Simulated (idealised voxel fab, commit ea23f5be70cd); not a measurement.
Process module in this document: voxel capacitor over wiring
FYI the section here is cut, 155 nm wide, cells are 5 nm squares.
Cross-sections here: square-cell grids, written as top-down lists of bands, a band being one or more rows of cells. Per band: top height and bottom height in nm, followed by the left-to-right materials and their widths in nm; "full width" marks a single material spanning edge to edge, "blank" marks empty space. Convention: height 0 is the level below which the wafer, as received, is all one material. The lowest band does not terminate at the bottom but continues downward, represented as "0 nm and below". Quick explanation for "30 to 40": the width changes in equal steps down the rows of cells, from the first number in the band's top row to the second number in its bottom row. Any step labelled "nothing altered" changed none of the cells in the cross-section. Closed-off voids of 8+ cells (no open route to the top) go in "Sealed cavities", written width x height at distance from the left edge, in nm. Where a step's line continues beyond its settings, the continuation is a remark by the simulator itself on that step. The "overlay nm" setting may appear on a step's line; for a step that uses a mask, it gives how far to the right of its planned position the mask lay, and a negative value indicates the left.

### Steps planned for the process
| 1 | RECEIVE (material Si) |
| 2 | CONFORMAL_DEP (material SiO2; thk nm 15) |
| 3 | CONFORMAL_DEP (material SiN; thk nm 5) |
| 4 | DIRECTIONAL_DEP (material SiO2; thk nm 25) |
| 5 | PATTERN (tone open; mask id METAL_1; material resist; width nm 25; pitch nm 80; thk nm 15; overlay nm 0) |
| 6 | DIRECTIONAL_ETCH (etch materials SiO2; depth nm 25) |
| 7 | DIRECTIONAL_ETCH (etch materials SiN; depth nm 5) |
| 8 | STRIP (etch materials resist) |
| 9 | CONFORMAL_DEP (material TiN; thk nm 5) |
| 10 | FILL_DEP (material Cu; thk nm 10) |
| 11 | CMP (height nm 45) |
| 12 | CONFORMAL_DEP (material SiCN; thk nm 5) |
| 13 | DIRECTIONAL_DEP (material lowk; thk nm 20) |
| 14 | DIRECTIONAL_DEP (material aC; thk nm 10) |
| 15 | PATTERN (tone open; mask id PLUG_1; material resist; width nm 15; thk nm 30; overlay nm 0) |
| 16 | DIRECTIONAL_ETCH (etch materials aC; depth nm 10) |
| 17 | STRIP (etch materials resist) |
| 18 | DIRECTIONAL_ETCH (etch materials lowk; depth nm 20) |
| 19 | DIRECTIONAL_ETCH (etch materials SiCN; depth nm 5) |
| 20 | STRIP (etch materials aC) |
| 21 | EPI (material Ru; thk nm 10) |
| 22 | EPI (material Ru; thk nm 10) |
| 23 | EPI (material Ru; thk nm 5) |
| 24 | DIRECTIONAL_DEP (material TiN; thk nm 5) |
| 25 | DIRECTIONAL_DEP (material SiN; thk nm 5) |
| 26 | DIRECTIONAL_DEP (material TiN; thk nm 10) |
| 27 | MASKED_ETCH (tone cover; mask id UPPER_PLATE; width nm 60; etch materials TiN; depth nm 10; overlay nm 0) |
| 28 | MASKED_ETCH (tone cover; mask id UPPER_PLATE; width nm 60; etch materials SiN; depth nm 5; overlay nm 0) |
| 29 | MASKED_ETCH (tone cover; mask id LOWER_PLATE; width nm 70; etch materials TiN; depth nm 5; overlay nm 0) |
| 30 | FILL_DEP (material SiO2; thk nm 20) |
| 31 | CMP (height nm 105) |
| 32 | MASKED_ETCH (tone open; mask id PLUG_2; width nm 15; etch materials SiO2; depth nm 15; overlay nm 0) |
| 33 | CONFORMAL_DEP (material TiN; thk nm 5) |
| 34 | FILL_DEP (material W; thk nm 5) |
| 35 | CMP (height nm 105) |
| 36 | CONFORMAL_DEP (material SiN; thk nm 5) |

### Cross-section of the incoming wafer, state after step 1
> 0 nm and below = Si full width
> Sealed cavities: none

### The following cross-section depicts the wafer upon conclusion of the module. Processing commenced from the starting condition illustrated above and adhered to the plan illustrated above, save for one mistake in execution
> 110 nm to 105 nm = SiN full width
> 105 nm to 95 nm = SiO2 45, TiN 5, W 5, TiN 5, SiO2 95
> 95 nm to 90 nm = SiO2 45, TiN 15, SiO2 95
> 90 nm to 80 nm = SiO2 35, TiN 60, SiO2 60
> 80 nm to 75 nm = SiO2 35, SiN 70, SiO2 50
> 75 nm to 70 nm = SiO2 30, TiN 75, SiO2 50
> 70 nm to 50 nm = lowk 35, Ru 15, lowk 105
> 50 nm to 45 nm = SiCN 35, Ru 15, SiCN 105
> 45 nm to 20 nm = SiO2 25, TiN 5, Cu 15, TiN 5, SiO2 55, TiN 5, Cu 15, TiN 5, SiO2 25
> 20 nm to 15 nm = SiN 25, TiN 25, SiN 55, TiN 25, SiN 25
> 15 nm to 0 nm = SiO2 full width
> 0 nm and below = Si full width
> Sealed cavities: none
Where did the run depart from the plan? rather than as planned, step 28 actually ran as MASKED_ETCH (tone cover; mask id UPPER_PLATE; width nm 60; etch materials SiN; depth nm 5; overlay nm 10)
